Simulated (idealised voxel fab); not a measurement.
A process module follows: voxel fin reveal.
The figure presents cross-section cut, which has a width of 165 nm and is divided into square cells with an edge length of 5 nm.
Cross-section format: a grid of square cells, given as bands from top to bottom; each band is one or more rows of cells.
Top height, bottom height, nm. Materials left to right, width each, nm. Single material + "full width" = fills band edge to edge. "empty" = empty.
Height is counted from the level 0, under which the received wafer is composed throughout of one material. The lowest of the bands is not closed at the bottom but continues downward, in the notation "z 0 and below".
A width such as "30 to 40" changes by the same amount from each row of cells to the next, from the band's top row to its bottom row.
Step note "nothing got changed" = no cross-section cell changed.
"Sealed cavities": sealed empty spaces, 8 cells or more, no open way to top, listed width x height at distance, with distance from the left edge and width, height and distance in nm.
The remark found on a step's line after its settings is issued by the simulator itself and pertains to that step.
When a step includes a mask, the "overlay nm" setting on its line states how far to the right of its planned place that mask lay, and negative values state how far to the left.

# Intended process steps
| 1 | RECEIVE,material Si |
| 2 | CONFORMAL_DEP,material SiN,thk nm 5 |
| 3 | PATTERN,tone cover,mask id FINS,material resist,width nm 15,pitch nm 35,thk nm 20,overlay nm 0 |
| 4 | DIRECTIONAL_ETCH,etch materials SiN,depth nm 5 |
| 5 | DIRECTIONAL_ETCH,etch materials Si,depth nm 30 |
| 6 | STRIP,etch materials resist |
| 7 | OXIDIZE,depth nm 5 |
| 8 | FILL_DEP,material SiO2,thk nm 5 |
| 9 | CMP,height nm 5 |
| 10 | SELECTIVE_ETCH,etch materials SiO2,depth nm 20 |
| 11 | STRIP,etch materials SiN |
| 12 | CONFORMAL_DEP,material HfO2,thk nm 5 |

# The first of the two wafers, which ran as planned

# This is the cross-section of the wafer as we received it, i.e. after step 1
z 0 and below = Si full width
Sealed cavities: none

# Take a look at the wafer's cross-section after step 2
z 5 to 0 = SiN full width
Everything under 0 stays put, no change at all.

# Take a look at the wafer's cross-section after step 3
z 25 to 5 = empty: 20, then resist: 15, then empty: 20, then resist: 15, then empty: 20, then resist: 15, then empty: 20, then resist: 15, then empty: 25
Everything under 5 stays put, no change at all.

# Take a look at the wafer's cross-section after step 4
z 25 to 5 = empty: 20, then resist: 15, then empty: 20, then resist: 15, then empty: 20, then resist: 15, then empty: 20, then resist: 15, then empty: 25
z 5 to 0 = empty: 20, then SiN: 15, then empty: 20, then SiN: 15, then empty: 20, then SiN: 15, then empty: 20, then SiN: 15, then empty: 25
Everything under 0 stays put, no change at all.

# Take a look at the wafer's cross-section after step 5
z 25 to 5 = empty: 20, then resist: 15, then empty: 20, then resist: 15, then empty: 20, then resist: 15, then empty: 20, then resist: 15, then empty: 25
z 5 to 0 = empty: 20, then SiN: 15, then empty: 20, then SiN: 15, then empty: 20, then SiN: 15, then empty: 20, then SiN: 15, then empty: 25
z 0 to -30 = empty: 20, then Si: 15, then empty: 20, then Si: 15, then empty: 20, then Si: 15, then empty: 20, then Si: 15, then empty: 25
Everything under -30 stays put, no change at all.

# Take a look at the wafer's cross-section after step 6
z 5 to 0 = empty: 20, then SiN: 15, then empty: 20, then SiN: 15, then empty: 20, then SiN: 15, then empty: 20, then SiN: 15, then empty: 25
Everything under 0 stays put, no change at all.

# Take a look at the wafer's cross-section after step 7
z 5 to 0 = empty: 20, then SiN: 15, then empty: 20, then SiN: 15, then empty: 20, then SiN: 15, then empty: 20, then SiN: 15, then empty: 25
z 0 to -30 = empty: 20, then SiO2: 5, then Si: 5, then SiO2: 5, then empty: 20, then SiO2: 5, then Si: 5, then SiO2: 5, then empty: 20, then SiO2: 5, then Si: 5, then SiO2: 5, then empty: 20, then SiO2: 5, then Si: 5, then SiO2: 5, then empty: 25
z -30 to -35 = SiO2: 25, then Si: 5, then SiO2: 30, then Si: 5, then SiO2: 30, then Si: 5, then SiO2: 30, then Si: 5, then SiO2: 30
Everything under -35 stays put, no change at all.

# Take a look at the wafer's cross-section after step 8
z 10 to 5 = SiO2 full width
z 5 to 0 = SiO2: 20, then SiN: 15, then SiO2: 20, then SiN: 15, then SiO2: 20, then SiN: 15, then SiO2: 20, then SiN: 15, then SiO2: 25
z 0 to -35 = SiO2: 25, then Si: 5, then SiO2: 30, then Si: 5, then SiO2: 30, then Si: 5, then SiO2: 30, then Si: 5, then SiO2: 30
Everything under -35 stays put, no change at all.

# Take a look at the wafer's cross-section after step 9
z 5 to 0 = SiO2: 20, then SiN: 15, then SiO2: 20, then SiN: 15, then SiO2: 20, then SiN: 15, then SiO2: 20, then SiN: 15, then SiO2: 25
Everything under 0 stays put, no change at all.

# Take a look at the wafer's cross-section after step 10
z 5 to 0 = empty: 20, then SiN: 15, then empty: 20, then SiN: 15, then empty: 20, then SiN: 15, then empty: 20, then SiN: 15, then empty: 25
z 0 to -15 = empty: 25, then Si: 5, then empty: 30, then Si: 5, then empty: 30, then Si: 5, then empty: 30, then Si: 5, then empty: 30
Everything under -15 stays put, no change at all.

# Take a look at the wafer's cross-section after step 11
z 0 to -15 = empty: 25, then Si: 5, then empty: 30, then Si: 5, then empty: 30, then Si: 5, then empty: 30, then Si: 5, then empty: 30
Everything under -15 stays put, no change at all.

# Take a look at the wafer's cross-section after step 12
z 5 to 0 = empty: 20, then HfO2: 15, then empty: 20, then HfO2: 15, then empty: 20, then HfO2: 15, then empty: 20, then HfO2: 15, then empty: 25
z 0 to -10 = empty: 20, then HfO2: 5, then Si: 5, then HfO2: 5, then empty: 20, then HfO2: 5, then Si: 5, then HfO2: 5, then empty: 20, then HfO2: 5, then Si: 5, then HfO2: 5, then empty: 20, then HfO2: 5, then Si: 5, then HfO2: 5, then empty: 25
z -10 to -15 = HfO2: 25, then Si: 5, then HfO2: 30, then Si: 5, then HfO2: 30, then Si: 5, then HfO2: 30, then Si: 5, then HfO2: 30
Everything under -15 stays put, no change at all.

# Now the other wafer: same start, same recipe, but we messed up one thing when running it. Up to and including step 11 it's the same as the first one

# Second wafer, sectioned view, at step 12's planned end time
z 15 to 0 = empty: 10, then HfO2: 140, then empty: 15
z 0 to -15 = HfO2: 25, then Si: 5, then HfO2: 30, then Si: 5, then HfO2: 30, then Si: 5, then HfO2: 30, then Si: 5, then HfO2: 30
Everything under -15 stays put, no change at all.
Misprocessing identified: so step 12 ended up running with a different setting than we planned, it ran as CONFORMAL_DEP,material HfO2,thk nm 15
at the end the second wafer has, in cells: 114 more of HfO2
